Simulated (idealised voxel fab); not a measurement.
Process module, titled voxel plated lines
This is section cut - it's 260 nm across, gridded in 5 nm square cells.
Cross-sections here: square-cell grids, written as top-down lists of bands, a band being one or more rows of cells. The entry gives the band's vertical extent as a top height and a bottom height in nm, then its horizontal make-up as materials from left to right, each with a width in nm. "air" stands for empty space; a single material marked "edge to edge" fills the band edge to edge. Heights from 0 (as-received wafer is one material below). Bottom band endless downward, as "z 0 and below". The width entry "30 to 40" should be interpreted row by row: the top row of cells in the band takes the first number, the bottom row takes the second number, and the change between adjacent rows is uniform throughout. The designation "remained unchanged", where it is given for a processing step, indicates that no cell of the cross-section was altered in the course of that step. Look at "Sealed voids" for the closed voids: empty spaces with no open path to the top, sized 8 cells or up. Each is width x height at distance, distance from the left edge, all nm. On a step's line, text after the settings is the simulator commenting on that step. Among the settings permitted on a step's line is "overlay nm"; applied to a step with a mask, it specifies the extent to which the mask lay to the right of its planned position, whereas a negative figure signifies a position to the left.

### Process steps (planned)
- 1: RECEIVE,material Si
- 2: CONFORMAL_DEP,material SiO2,thk nm 15
- 3: DIRECTIONAL_DEP,material TiN,thk nm 5
- 4: PATTERN,tone open,mask id LINES,material resist,width nm 20,pitch nm 35,thk nm 40,overlay nm -15
- 5: EPI,material Ru,thk nm 10
- 6: EPI,material Ru,thk nm 5
- 7: EPI,material Ru,thk nm 10
- 8: STRIP,etch materials resist
- 9: DIRECTIONAL_ETCH,etch materials TiN,depth nm 5
- 10: CONFORMAL_DEP,material SiN,thk nm 10
Every wafer here starts from the same state; it is the step 4 overlay nm that distinguishes them, and the value the plan gives belongs to the first wafer.

### Cut through the first of several wafers as received, post step 1
	z 0 and below = Si edge to edge
	Sealed voids: none

### Last step of the module is step 10; after it, the first of several wafers in cross-section
	z 55 to 45 = air=40, then SiN=145, then air=75
	z 45 to 25 = air=40, then SiN=10, then Ru=20, then SiN=15, then Ru=20, then SiN=15, then Ru=20, then SiN=15, then Ru=20, then SiN=10, then air=75
	z 25 to 20 = SiN=50, then Ru=20, then SiN=15, then Ru=20, then SiN=15, then Ru=20, then SiN=15, then Ru=20, then SiN=85
	z 20 to 15 = SiN=50, then TiN=20, then SiN=15, then TiN=20, then SiN=15, then TiN=20, then SiN=15, then TiN=20, then SiN=85
	z 15 to 0 = SiO2 edge to edge
	z 0 and below = Si edge to edge
	Sealed voids: none

### last wafer at the end
	z 55 to 45 = air=70, then SiN=145, then air=45
	z 45 to 25 = air=70, then SiN=10, then Ru=20, then SiN=15, then Ru=20, then SiN=15, then Ru=20, then SiN=15, then Ru=20, then SiN=10, then air=45
	z 25 to 20 = SiN=80, then Ru=20, then SiN=15, then Ru=20, then SiN=15, then Ru=20, then SiN=15, then Ru=20, then SiN=55
	z 20 to 15 = SiN=80, then TiN=20, then SiN=15, then TiN=20, then SiN=15, then TiN=20, then SiN=15, then TiN=20, then SiN=55
	z 15 to 0 = SiO2 edge to edge
	z 0 and below = Si edge to edge
	Sealed voids: none

### Per wafer, end of module: cells gained (+) or lost (-) per material since receipt, then closed voids
overlay nm -15; +80 Ru; +182 SiN; +156 SiO2; +16 TiN; Sealed voids: none
overlay nm -10; +80 Ru; +182 SiN; +156 SiO2; +16 TiN; Sealed voids: none
overlay nm -5; +80 Ru; +182 SiN; +156 SiO2; +16 TiN; Sealed voids: none
overlay nm 0; +80 Ru; +182 SiN; +156 SiO2; +16 TiN; Sealed voids: none
overlay nm 5; +80 Ru; +182 SiN; +156 SiO2; +16 TiN; Sealed voids: none
overlay nm 10; +80 Ru; +182 SiN; +156 SiO2; +16 TiN; Sealed voids: none
overlay nm 15; +80 Ru; +182 SiN; +156 SiO2; +16 TiN; Sealed voids: none
